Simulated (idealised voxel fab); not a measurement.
voxel released beams: a process module
Xsec cut, 280 nm wide, square cell size 5 nm.
How to read a cross-section here: the picture is a grid of square cells, written as bands going from the top down, and any band can span one or more rows of cells. What a band's entry tells you: where the top is and where the bottom is, as heights in nm, and after that what lies inside, material by material from left to right, each with its width in nm. Empty space is written as the word "blank", and a single material marked with the word "full width" occupies the band from edge to edge. All heights in this document are referenced to 0, defined as the level beneath which the wafer, as received, consists entirely of one material. The lowest band is not bounded below; it extends indefinitely downward and is written in the form "from 0 down". With a width like "30 to 40", each row of cells in the band differs from the next by the same amount, the top row carrying the first number and the bottom row the second. Reading "nothing altered" for a step: not a cell of the cross-section changed in it. The entry "Fully closed voids" lists the empty spaces that cover at least 8 cells and have no open path to the top. Each is written as width x height at distance, where the distance is measured from the left edge and all three values are in nm. after a step's settings: what the simulator itself notes on the step. You can add "overlay nm" to a step's line. For a step with a mask, it describes how far the mask lay to the right of its planned position, and a negative number describes a lay to the left.

Intended process steps
- 1: RECEIVE (material Si)
- 2: CONFORMAL_DEP (material Al2O3; thk nm 10)
- 3: DIRECTIONAL_DEP (material SiO2; thk nm 15)
- 4: MASKED_ETCH (tone open; mask id ANCHOR; width nm 25; etch materials SiO2; depth nm 15; overlay nm 0)
- 5: CONFORMAL_DEP (material W; thk nm 10)
- 6: DIRECTIONAL_DEP (material aC; thk nm 15)
- 7: PATTERN (tone cover; mask id BEAM; material resist; width nm 105; thk nm 35; overlay nm 0)
- 8: DIRECTIONAL_ETCH (etch materials aC; depth nm 15)
- 9: STRIP (etch materials resist)
- 10: DIRECTIONAL_ETCH (etch materials W; depth nm 10)
- 11: STRIP (etch materials aC)
- 12: STRIP (etch materials SiO2)

Received-state cross-section, reflecting completion of step 1
> from 0 down | Si full width
> Fully closed voids: none

Cross-sectional result after module completion. Note: starting condition and plan are unchanged from above; one processing mistake was made
> from 35 to 25 | 85 of blank, 25 of W, 5 of blank, 75 of W, 90 of blank
> from 25 to 20 | 100 of blank, 10 of W, 5 of blank, 10 of W, 155 of blank
> from 20 to 10 | 100 of blank, 25 of W, 155 of blank
> from 10 to 0 | Al2O3 full width
> from 0 down | Si full width
> Fully closed voids: none
So what did we get wrong on this run? step 4 was not run as planned; what actually ran was MASKED_ETCH (tone open; mask id ANCHOR; width nm 25; etch materials SiO2; depth nm 15; overlay nm 10)
